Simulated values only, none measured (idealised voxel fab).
The name of this process module is voxel trench capacitor.
Section cut is 225 nm wide and gridded with 5 nm square cells.
Cross-section spec: square-cell grid; bands listed top down; each band is one or more rows. Band: top height; bottom height; in nm. Then, left to right: material with width in nm, for each material. "everywhere": a single material spanning edge to edge. "empty": empty space. Zero point of the height axis is 0; under it, received wafer = one material. Lowest band: continues down indefinitely, "0 and below". The two numbers in a width such as "30..40" mark its ends across the band: the first belongs to the top row of cells, the second to the bottom row, and from each row to the next the width moves by the same amount. Where a step carries "no alteration", the cross-section came out of it unchanged, cell for cell. Entry "Voids, sealed" = empty spaces >= 8 cells with no open way to the top; each as width x height at distance, distance from left edge, all nm. Formally, on a step line, whatever follows the settings is a remark that the simulator itself makes on the step. "overlay nm" on a masked step: distance the mask lay right of its planned place, negative for left. From here on the document is pairs. In a pair, the cross-section before one process step comes with the cross-section after it, and the latter goes no deeper than the lowest band that changed. What lies in between, the step and its settings, is written under the pair. A pair may be from a different run of this module on the same starting wafer than the pair above it, so it continues from that pair only where its entry headed "State on entry" says so.

STATE ON ENTRY
> 0 and below: Si everywhere
> Voids, sealed: none

SECTIONAL VIEW, POST-PROCESS
> 10 down to 0: SiN everywhere
> For the remainder of the cross-section, below 0, there is no change.
> Voids, sealed: none
The structure goes from the before cross-section above to the after cross-section through CONFORMAL_DEP (material SiN; thk nm 10)

State on entry: = after-state of the pair above.

SECTIONAL VIEW, POST-PROCESS
> 10 down to 0: SiN (70) | empty (15) | SiN (20) | empty (15) | SiN (20) | empty (15) | SiN (70)
> For the remainder of the cross-section, below 0, there is no change.
> Voids, sealed: none
The structure goes from the before cross-section above to the after cross-section through MASKED_ETCH (tone open; mask id TRENCH; width nm 15; pitch nm 35; etch materials SiN; depth nm 10; overlay nm 0)

State on entry: = after-state of the pair above.

SECTIONAL VIEW, POST-PROCESS
> 10 down to 0: SiN (70) | empty (15) | SiN (20) | empty (15) | SiN (20) | empty (15) | SiN (70)
> 0 down to -40: Si (70) | empty (15) | Si (20) | empty (15) | Si (20) | empty (15) | Si (70)
> For the remainder of the cross-section, below -40, there is no change.
> Voids, sealed: none
The structure goes from the before cross-section above to the after cross-section through MASKED_ETCH (tone open; mask id TRENCH; width nm 15; pitch nm 35; etch materials Si; depth nm 40; overlay nm 0)

State on entry: = after-state of the pair above.

SECTIONAL VIEW, POST-PROCESS
> 15 down to 10: Al2O3 (75) | empty (5) | Al2O3 (30) | empty (5) | Al2O3 (30) | empty (5) | Al2O3 (75)
> 10 down to 0: SiN (70) | Al2O3 (5) | empty (5) | Al2O3 (5) | SiN (20) | Al2O3 (5) | empty (5) | Al2O3 (5) | SiN (20) | Al2O3 (5) | empty (5) | Al2O3 (5) | SiN (70)
> 0 down to -35: Si (70) | Al2O3 (5) | empty (5) | Al2O3 (5) | Si (20) | Al2O3 (5) | empty (5) | Al2O3 (5) | Si (20) | Al2O3 (5) | empty (5) | Al2O3 (5) | Si (70)
> -35 down to -40: Si (70) | Al2O3 (15) | Si (20) | Al2O3 (15) | Si (20) | Al2O3 (15) | Si (70)
> For the remainder of the cross-section, below -40, there is no change.
> Voids, sealed: none
The structure goes from the before cross-section above to the after cross-section through CONFORMAL_DEP (material Al2O3; thk nm 5)

State on entry: = after-state of the pair above.

SECTIONAL VIEW, POST-PROCESS
> 25 down to 15: polySi everywhere
> 15 down to 10: Al2O3 (75) | polySi (5) | Al2O3 (30) | polySi (5) | Al2O3 (30) | polySi (5) | Al2O3 (75)
> 10 down to 0: SiN (70) | Al2O3 (5) | polySi (5) | Al2O3 (5) | SiN (20) | Al2O3 (5) | polySi (5) | Al2O3 (5) | SiN (20) | Al2O3 (5) | polySi (5) | Al2O3 (5) | SiN (70)
> 0 down to -35: Si (70) | Al2O3 (5) | polySi (5) | Al2O3 (5) | Si (20) | Al2O3 (5) | polySi (5) | Al2O3 (5) | Si (20) | Al2O3 (5) | polySi (5) | Al2O3 (5) | Si (70)
> For the remainder of the cross-section, below -35, there is no change.
> Voids, sealed: none
The structure goes from the before cross-section above to the after cross-section through FILL_DEP (material polySi; thk nm 10)

State on entry: = after-state of the pair above.

SECTIONAL VIEW, POST-PROCESS
> 10 down to 0: SiN (70) | Al2O3 (5) | polySi (5) | Al2O3 (5) | SiN (20) | Al2O3 (5) | polySi (5) | Al2O3 (5) | SiN (20) | Al2O3 (5) | polySi (5) | Al2O3 (5) | SiN (70)
> For the remainder of the cross-section, below 0, there is no change.
> Voids, sealed: none
The structure goes from the before cross-section above to the after cross-section through CMP (height nm 10)

STATE ON ENTRY
> 10 down to 0: SiN (70) | empty (15) | SiN (20) | empty (15) | SiN (20) | empty (15) | SiN (70)
> 0 down to -40: Si (70) | empty (15) | Si (20) | empty (15) | Si (20) | empty (15) | Si (70)
> -40 and below: Si everywhere
> Voids, sealed: none

SECTIONAL VIEW, POST-PROCESS
> 10 down to 0: SiN (70) | empty (15) | SiN (20) | empty (15) | SiN (20) | empty (15) | SiN (70)
> 0 down to -80: Si (70) | empty (15) | Si (20) | empty (15) | Si (20) | empty (15) | Si (70)
> For the remainder of the cross-section, below -80, there is no change.
> Voids, sealed: none
The structure goes from the before cross-section above to the after cross-section through MASKED_ETCH (tone open; mask id TRENCH; width nm 15; pitch nm 35; etch materials Si; depth nm 40; overlay nm 0)

State on entry: = after-state of the pair above.

SECTIONAL VIEW, POST-PROCESS
> 15 down to 10: Al2O3 (75) | empty (5) | Al2O3 (30) | empty (5) | Al2O3 (30) | empty (5) | Al2O3 (75)
> 10 down to 0: SiN (70) | Al2O3 (5) | empty (5) | Al2O3 (5) | SiN (20) | Al2O3 (5) | empty (5) | Al2O3 (5) | SiN (20) | Al2O3 (5) | empty (5) | Al2O3 (5) | SiN (70)
> 0 down to -75: Si (70) | Al2O3 (5) | empty (5) | Al2O3 (5) | Si (20) | Al2O3 (5) | empty (5) | Al2O3 (5) | Si (20) | Al2O3 (5) | empty (5) | Al2O3 (5) | Si (70)
> -75 down to -80: Si (70) | Al2O3 (15) | Si (20) | Al2O3 (15) | Si (20) | Al2O3 (15) | Si (70)
> For the remainder of the cross-section, below -80, there is no change.
> Voids, sealed: none
The structure goes from the before cross-section above to the after cross-section through CONFORMAL_DEP (material Al2O3; thk nm 5)

State on entry: = after-state of the pair above.

SECTIONAL VIEW, POST-PROCESS
> 25 down to 15: polySi everywhere
> 15 down to 10: Al2O3 (75) | polySi (5) | Al2O3 (30) | polySi (5) | Al2O3 (30) | polySi (5) | Al2O3 (75)
> 10 down to 0: SiN (70) | Al2O3 (5) | polySi (5) | Al2O3 (5) | SiN (20) | Al2O3 (5) | polySi (5) | Al2O3 (5) | SiN (20) | Al2O3 (5) | polySi (5) | Al2O3 (5) | SiN (70)
> 0 down to -75: Si (70) | Al2O3 (5) | polySi (5) | Al2O3 (5) | Si (20) | Al2O3 (5) | polySi (5) | Al2O3 (5) | Si (20) | Al2O3 (5) | polySi (5) | Al2O3 (5) | Si (70)
> For the remainder of the cross-section, below -75, there is no change.
> Voids, sealed: none
The structure goes from the before cross-section above to the after cross-section through FILL_DEP (material polySi; thk nm 10)

State on entry: = after-state of the pair above.

SECTIONAL VIEW, POST-PROCESS
> 10 down to 0: SiN (70) | Al2O3 (5) | polySi (5) | Al2O3 (5) | SiN (20) | Al2O3 (5) | polySi (5) | Al2O3 (5) | SiN (20) | Al2O3 (5) | polySi (5) | Al2O3 (5) | SiN (70)
> For the remainder of the cross-section, below 0, there is no change.
> Voids, sealed: none
The structure goes from the before cross-section above to the after cross-section through CMP (height nm 10)

STATE ON ENTRY
> 10 down to 0: SiN (70) | empty (15) | SiN (20) | empty (15) | SiN (20) | empty (15) | SiN (70)
> 0 and below: Si everywhere
> Voids, sealed: none

SECTIONAL VIEW, POST-PROCESS
> 10 down to 0: SiN (70) | empty (15) | SiN (20) | empty (15) | SiN (20) | empty (15) | SiN (70)
> 0 down to -45: Si (70) | empty (15) | Si (20) | empty (15) | Si (20) | empty (15) | Si (70)
> For the remainder of the cross-section, below -45, there is no change.
> Voids, sealed: none
The structure goes from the before cross-section above to the after cross-section through MASKED_ETCH (tone open; mask id TRENCH; width nm 15; pitch nm 35; etch materials Si; depth nm 45; overlay nm 0)

State on entry: = after-state of the pair above.

SECTIONAL VIEW, POST-PROCESS
> 15 down to 10: Al2O3 (75) | empty (5) | Al2O3 (30) | empty (5) | Al2O3 (30) | empty (5) | Al2O3 (75)
> 10 down to 0: SiN (70) | Al2O3 (5) | empty (5) | Al2O3 (5) | SiN (20) | Al2O3 (5) | empty (5) | Al2O3 (5) | SiN (20) | Al2O3 (5) | empty (5) | Al2O3 (5) | SiN (70)
> 0 down to -40: Si (70) | Al2O3 (5) | empty (5) | Al2O3 (5) | Si (20) | Al2O3 (5) | empty (5) | Al2O3 (5) | Si (20) | Al2O3 (5) | empty (5) | Al2O3 (5) | Si (70)
> -40 down to -45: Si (70) | Al2O3 (15) | Si (20) | Al2O3 (15) | Si (20) | Al2O3 (15) | Si (70)
> For the remainder of the cross-section, below -45, there is no change.
> Voids, sealed: none
The structure goes from the before cross-section above to the after cross-section through CONFORMAL_DEP (material Al2O3; thk nm 5)

State on entry: = after-state of the pair above.

SECTIONAL VIEW, POST-PROCESS
> 25 down to 15: polySi everywhere
> 15 down to 10: Al2O3 (75) | polySi (5) | Al2O3 (30) | polySi (5) | Al2O3 (30) | polySi (5) | Al2O3 (75)
> 10 down to 0: SiN (70) | Al2O3 (5) | polySi (5) | Al2O3 (5) | SiN (20) | Al2O3 (5) | polySi (5) | Al2O3 (5) | SiN (20) | Al2O3 (5) | polySi (5) | Al2O3 (5) | SiN (70)
> 0 down to -40: Si (70) | Al2O3 (5) | polySi (5) | Al2O3 (5) | Si (20) | Al2O3 (5) | polySi (5) | Al2O3 (5) | Si (20) | Al2O3 (5) | polySi (5) | Al2O3 (5) | Si (70)
> For the remainder of the cross-section, below -40, there is no change.
> Voids, sealed: none
The structure goes from the before cross-section above to the after cross-section through FILL_DEP (material polySi; thk nm 10)

State on entry: = after-state of the pair above.

SECTIONAL VIEW, POST-PROCESS
> 10 down to 0: SiN (70) | Al2O3 (5) | polySi (5) | Al2O3 (5) | SiN (20) | Al2O3 (5) | polySi (5) | Al2O3 (5) | SiN (20) | Al2O3 (5) | polySi (5) | Al2O3 (5) | SiN (70)
> For the remainder of the cross-section, below 0, there is no change.
> Voids, sealed: none
The structure goes from the before cross-section above to the after cross-section through CMP (height nm 10)

STATE ON ENTRY
> 10 down to 0: SiN everywhere
> 0 and below: Si everywhere
> Voids, sealed: none

SECTIONAL VIEW, POST-PROCESS
> 10 down to 0: SiN (70) | empty (20) | SiN (15) | empty (20) | SiN (15) | empty (20) | SiN (65)
> For the remainder of the cross-section, below 0, there is no change.
> Voids, sealed: none
The structure goes from the before cross-section above to the after cross-section through MASKED_ETCH (tone open; mask id TRENCH; width nm 20; pitch nm 35; etch materials SiN; depth nm 10; overlay nm 0)

State on entry: = after-state of the pair above.

SECTIONAL VIEW, POST-PROCESS
> 10 down to 0: SiN (70) | empty (20) | SiN (15) | empty (20) | SiN (15) | empty (20) | SiN (65)
> 0 down to -40: Si (70) | empty (15) | Si (20) | empty (15) | Si (20) | empty (15) | Si (70)
> For the remainder of the cross-section, below -40, there is no change.
> Voids, sealed: none
The structure goes from the before cross-section above to the after cross-section through MASKED_ETCH (tone open; mask id TRENCH; width nm 15; pitch nm 35; etch materials Si; depth nm 40; overlay nm 0)

State on entry: = after-state of the pair above.

SECTIONAL VIEW, POST-PROCESS
> 15 down to 10: Al2O3 (75) | empty (10) | Al2O3 (25) | empty (10) | Al2O3 (25) | empty (10) | Al2O3 (70)
> 10 down to 0: SiN (70) | Al2O3 (5) | empty (10..5) | Al2O3 (5..10) | SiN (15) | Al2O3 (5) | empty (10..5) | Al2O3 (5..10) | SiN (15) | Al2O3 (5) | empty (10..5) | Al2O3 (5..10) | SiN (65)
> 0 down to -35: Si (70) | Al2O3 (5) | empty (5) | Al2O3 (5) | Si (20) | Al2O3 (5) | empty (5) | Al2O3 (5) | Si (20) | Al2O3 (5) | empty (5) | Al2O3 (5) | Si (70)
> -35 down to -40: Si (70) | Al2O3 (15) | Si (20) | Al2O3 (15) | Si (20) | Al2O3 (15) | Si (70)
> For the remainder of the cross-section, below -40, there is no change.
> Voids, sealed: none
The structure goes from the before cross-section above to the after cross-section through CONFORMAL_DEP (material Al2O3; thk nm 5)

State on entry: = after-state of the pair above.

SECTIONAL VIEW, POST-PROCESS
> 25 down to 15: polySi everywhere
> 15 down to 10: Al2O3 (75) | polySi (10) | Al2O3 (25) | polySi (10) | Al2O3 (25) | polySi (10) | Al2O3 (70)
> 10 down to 0: SiN (70) | Al2O3 (5) | polySi (10..5) | Al2O3 (5..10) | SiN (15) | Al2O3 (5) | polySi (10..5) | Al2O3 (5..10) | SiN (15) | Al2O3 (5) | polySi (10..5) | Al2O3 (5..10) | SiN (65)
> 0 down to -35: Si (70) | Al2O3 (5) | polySi (5) | Al2O3 (5) | Si (20) | Al2O3 (5) | polySi (5) | Al2O3 (5) | Si (20) | Al2O3 (5) | polySi (5) | Al2O3 (5) | Si (70)
> For the remainder of the cross-section, below -35, there is no change.
> Voids, sealed: none
The structure goes from the before cross-section above to the after cross-section through FILL_DEP (material polySi; thk nm 10)

State on entry: = after-state of the pair above.

SECTIONAL VIEW, POST-PROCESS
> 10 down to 0: SiN (70) | Al2O3 (5) | polySi (10..5) | Al2O3 (5..10) | SiN (15) | Al2O3 (5) | polySi (10..5) | Al2O3 (5..10) | SiN (15) | Al2O3 (5) | polySi (10..5) | Al2O3 (5..10) | SiN (65)
> For the remainder of the cross-section, below 0, there is no change.
> Voids, sealed: none
The structure goes from the before cross-section above to the after cross-section through CMP (height nm 10)

STATE ON ENTRY
> 10 down to 0: SiN everywhere
> 0 and below: Si everywhere
> Voids, sealed: none

SECTIONAL VIEW, POST-PROCESS
> 10 down to 0: SiN (75) | empty (15) | SiN (20) | empty (15) | SiN (20) | empty (15) | SiN (65)
> For the remainder of the cross-section, below 0, there is no change.
> Voids, sealed: none
The structure goes from the before cross-section above to the after cross-section through MASKED_ETCH (tone open; mask id TRENCH; width nm 15; pitch nm 35; etch materials SiN; depth nm 10; overlay nm 5)

State on entry: = after-state of the pair above.

SECTIONAL VIEW, POST-PROCESS
> 10 down to 0: SiN (75) | empty (15) | SiN (20) | empty (15) | SiN (20) | empty (15) | SiN (65)
> 0 down to -40: Si (75) | empty (10) | Si (25) | empty (10) | Si (25) | empty (10) | Si (70)
> For the remainder of the cross-section, below -40, there is no change.
> Voids, sealed: none
The structure goes from the before cross-section above to the after cross-section through MASKED_ETCH (tone open; mask id TRENCH; width nm 15; pitch nm 35; etch materials Si; depth nm 40; overlay nm 0)

State on entry: = after-state of the pair above.

SECTIONAL VIEW, POST-PROCESS
> 15 down to 10: Al2O3 (80) | empty (5) | Al2O3 (30) | empty (5) | Al2O3 (30) | empty (5) | Al2O3 (70)
> 10 down to 5: SiN (75) | Al2O3 (5) | empty (5) | Al2O3 (5) | SiN (20) | Al2O3 (5) | empty (5) | Al2O3 (5) | SiN (20) | Al2O3 (5) | empty (5) | Al2O3 (5) | SiN (65)
> 5 down to 0: SiN (75) | Al2O3 (15) | SiN (20) | Al2O3 (15) | SiN (20) | Al2O3 (15) | SiN (65)
> 0 down to -40: Si (75) | Al2O3 (10) | Si (25) | Al2O3 (10) | Si (25) | Al2O3 (10) | Si (70)
> For the remainder of the cross-section, below -40, there is no change.
> Voids, sealed: none
The structure goes from the before cross-section above to the after cross-section through CONFORMAL_DEP (material Al2O3; thk nm 5)

State on entry: = after-state of the pair above.

SECTIONAL VIEW, POST-PROCESS
> 25 down to 15: polySi everywhere
> 15 down to 10: Al2O3 (80) | polySi (5) | Al2O3 (30) | polySi (5) | Al2O3 (30) | polySi (5) | Al2O3 (70)
> 10 down to 5: SiN (75) | Al2O3 (5) | polySi (5) | Al2O3 (5) | SiN (20) | Al2O3 (5) | polySi (5) | Al2O3 (5) | SiN (20) | Al2O3 (5) | polySi (5) | Al2O3 (5) | SiN (65)
> For the remainder of the cross-section, below 5, there is no change.
> Voids, sealed: none
The structure goes from the before cross-section above to the after cross-section through FILL_DEP (material polySi; thk nm 10)

State on entry: = after-state of the pair above.

SECTIONAL VIEW, POST-PROCESS
> 10 down to 5: SiN (75) | Al2O3 (5) | polySi (5) | Al2O3 (5) | SiN (20) | Al2O3 (5) | polySi (5) | Al2O3 (5) | SiN (20) | Al2O3 (5) | polySi (5) | Al2O3 (5) | SiN (65)
> For the remainder of the cross-section, below 5, there is no change.
> Voids, sealed: none
The structure goes from the before cross-section above to the after cross-section through CMP (height nm 10)

STATE ON ENTRY
> 15 down to 10: Al2O3 (75) | empty (5) | Al2O3 (30) | empty (5) | Al2O3 (30) | empty (5) | Al2O3 (75)
> 10 down to 0: SiN (70) | Al2O3 (5) | empty (5) | Al2O3 (5) | SiN (20) | Al2O3 (5) | empty (5) | Al2O3 (5) | SiN (20) | Al2O3 (5) | empty (5) | Al2O3 (5) | SiN (70)
> 0 down to -35: Si (70) | Al2O3 (5) | empty (5) | Al2O3 (5) | Si (20) | Al2O3 (5) | empty (5) | Al2O3 (5) | Si (20) | Al2O3 (5) | empty (5) | Al2O3 (5) | Si (70)
> -35 down to -40: Si (70) | Al2O3 (15) | Si (20) | Al2O3 (15) | Si (20) | Al2O3 (15) | Si (70)
> -40 and below: Si everywhere
> Voids, sealed: none

SECTIONAL VIEW, POST-PROCESS
> 25 down to 15: SiN everywhere
> 15 down to 10: Al2O3 (75) | SiN (5) | Al2O3 (30) | SiN (5) | Al2O3 (30) | SiN (5) | Al2O3 (75)
> 10 down to 0: SiN (70) | Al2O3 (5) | SiN (5) | Al2O3 (5) | SiN (20) | Al2O3 (5) | SiN (5) | Al2O3 (5) | SiN (20) | Al2O3 (5) | SiN (5) | Al2O3 (5) | SiN (70)
> 0 down to -35: Si (70) | Al2O3 (5) | SiN (5) | Al2O3 (5) | Si (20) | Al2O3 (5) | SiN (5) | Al2O3 (5) | Si (20) | Al2O3 (5) | SiN (5) | Al2O3 (5) | Si (70)
> For the remainder of the cross-section, below -35, there is no change.
> Voids, sealed: none
The structure goes from the before cross-section above to the after cross-section through FILL_DEP (material SiN; thk nm 10)

State on entry: = after-state of the pair above.

SECTIONAL VIEW, POST-PROCESS
> 10 down to 0: SiN (70) | Al2O3 (5) | SiN (5) | Al2O3 (5) | SiN (20) | Al2O3 (5) | SiN (5) | Al2O3 (5) | SiN (20) | Al2O3 (5) | SiN (5) | Al2O3 (5) | SiN (70)
> For the remainder of the cross-section, below 0, there is no change.
> Voids, sealed: none
The structure goes from the before cross-section above to the after cross-section through CMP (height nm 10)

STATE ON ENTRY
> 10 down to 0: SiN everywhere
> 0 and below: Si everywhere
> Voids, sealed: none

SECTIONAL VIEW, POST-PROCESS
> 10 down to 0: empty (70) | SiN (15) | empty (20) | SiN (15) | empty (20) | SiN (15) | empty (70)
> For the remainder of the cross-section, below 0, there is no change.
> Voids, sealed: none
The structure goes from the before cross-section above to the after cross-section through MASKED_ETCH (tone cover; mask id TRENCH; width nm 15; pitch nm 35; etch materials SiN; depth nm 10; overlay nm 0)

State on entry: = after-state of the pair above.

SECTIONAL VIEW, POST-PROCESS
> 15 down to 10: empty (65) | Al2O3 (25) | empty (10) | Al2O3 (25) | empty (10) | Al2O3 (25) | empty (65)
> 10 down to 5: empty (65) | Al2O3 (5) | SiN (15) | Al2O3 (5) | empty (10) | Al2O3 (5) | SiN (15) | Al2O3 (5) | empty (10) | Al2O3 (5) | SiN (15) | Al2O3 (5) | empty (65)
> 5 down to 0: Al2O3 (70) | SiN (15) | Al2O3 (20) | SiN (15) | Al2O3 (20) | SiN (15) | Al2O3 (70)
> For the remainder of the cross-section, below 0, there is no change.
> Voids, sealed: none
The structure goes from the before cross-section above to the after cross-section through CONFORMAL_DEP (material Al2O3; thk nm 5)

State on entry: = after-state of the pair above.

SECTIONAL VIEW, POST-PROCESS
> 25 down to 15: polySi everywhere
> 15 down to 10: polySi (65) | Al2O3 (25) | polySi (10) | Al2O3 (25) | polySi (10) | Al2O3 (25) | polySi (65)
> 10 down to 5: polySi (65) | Al2O3 (5) | SiN (15) | Al2O3 (5) | polySi (10) | Al2O3 (5) | SiN (15) | Al2O3 (5) | polySi (10) | Al2O3 (5) | SiN (15) | Al2O3 (5) | polySi (65)
> For the remainder of the cross-section, below 5, there is no change.
> Voids, sealed: none
The structure goes from the before cross-section above to the after cross-section through FILL_DEP (material polySi; thk nm 10)

State on entry: = after-state of the pair above.

SECTIONAL VIEW, POST-PROCESS
> 10 down to 5: polySi (65) | Al2O3 (5) | SiN (15) | Al2O3 (5) | polySi (10) | Al2O3 (5) | SiN (15) | Al2O3 (5) | polySi (10) | Al2O3 (5) | SiN (15) | Al2O3 (5) | polySi (65)
> For the remainder of the cross-section, below 5, there is no change.
> Voids, sealed: none
The structure goes from the before cross-section above to the after cross-section through CMP (height nm 10)
